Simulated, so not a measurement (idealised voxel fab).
Process module, titled voxel self aligned contacts
Each square cell in cross-section cut measures 5 nm, and the section as a whole is 225 nm wide.
Cross-section format: a grid of square cells, given as bands from top to bottom; each band is one or more rows of cells.
What a band's entry tells you: where the top is and where the bottom is, as heights in nm, and after that what lies inside, material by material from left to right, each with its width in nm. Empty space is written as the word "empty", and a single material marked with the word "all across" occupies the band from edge to edge.
Height 0 is the level under which the wafer as received is all one material. The lowest band goes on downwards, as in "0..down".
Width: "30..40" (first number = top row, second number = bottom row, same change from row to row of cells).
Reading "same as before" for a step: not a cell of the cross-section changed in it.
This entry, "Closed void register", enumerates those empty regions of no fewer than 8 cells that possess no open connection to the top. Each region is reported in the form width x height at distance, the distance being taken from the left edge, with all three quantities expressed in nm.
Where a step's line continues beyond its settings, the continuation is a remark by the simulator itself on that step.
The "overlay nm" setting may appear on a step's line; for a step that uses a mask, it gives how far to the right of its planned position the mask lay, and a negative value indicates the left.
## Planned process steps
1) op RECEIVE | material Si
2) op OXIDIZE | depth nm 5
3) op DIRECTIONAL_DEP | material polySi | thk nm 25
4) op DIRECTIONAL_DEP | material SiN | thk nm 25
5) op DIRECTIONAL_DEP | material aC | thk nm 10
6) op PATTERN | tone cover | mask id GATE | material resist | width nm 35 | pitch nm 80 | thk nm 25 | overlay nm 0
7) op DIRECTIONAL_ETCH | etch materials aC | depth nm 10
8) op STRIP | etch materials resist
9) op DIRECTIONAL_ETCH | etch materials SiN | depth nm 25
10) op DIRECTIONAL_ETCH | etch materials polySi | depth nm 25
11) op STRIP | etch materials aC
12) op CONFORMAL_DEP | material SiN | thk nm 10
13) op DIRECTIONAL_ETCH | etch materials SiN | depth nm 10
14) op FILL_DEP | material SiO2 | thk nm 15
15) op CMP | height nm 60
16) op MASKED_ETCH | tone open | mask id CONTACT | width nm 65 | pitch nm 80 | etch materials SiO2 | depth nm 65 | overlay nm 0
17) op CONFORMAL_DEP | material TiN | thk nm 5
18) op FILL_DEP | material W | thk nm 10
19) op CMP | height nm 60
20) op CONFORMAL_DEP | material SiCN | thk nm 5
## Delivered wafer in cross-section: state after step 1
    0..down | Si all across
    Closed void register: none
## The cross-section shown corresponds to the wafer at the conclusion of the module. The initial structure and the process plan are those presented above; however, one mistake occurred in executing the plan
    65..60 | SiCN all across
    60..50 | 5 nm SiO2, then 55 nm polySi, then 5 nm TiN, then 15 nm W, then 5 nm TiN, then 55 nm polySi, then 5 nm TiN, then 15 nm W, then 5 nm TiN, then 55 nm polySi, then 5 nm SiO2
    50..25 | 5 nm SiO2, then 10 nm polySi, then 35 nm SiN, then 10 nm polySi, then 5 nm TiN, then 15 nm W, then 5 nm TiN, then 10 nm polySi, then 35 nm SiN, then 10 nm polySi, then 5 nm TiN, then 15 nm W, then 5 nm TiN, then 10 nm polySi, then 35 nm SiN, then 10 nm polySi, then 5 nm SiO2
    25..15 | 5 nm SiO2, then 55 nm polySi, then 5 nm TiN, then 15 nm W, then 5 nm TiN, then 55 nm polySi, then 5 nm TiN, then 15 nm W, then 5 nm TiN, then 55 nm polySi, then 5 nm SiO2
    15..10 | 5 nm SiO2, then 55 nm polySi, then 25 nm TiN, then 55 nm polySi, then 25 nm TiN, then 55 nm polySi, then 5 nm SiO2
    10..0 | polySi all across
    0..-5 | SiO2 all across
    -5..down | Si all across
    Closed void register: none
Want to know what went wrong? step 12 changed vs plan, executed as op CONFORMAL_DEP | material polySi | thk nm 10
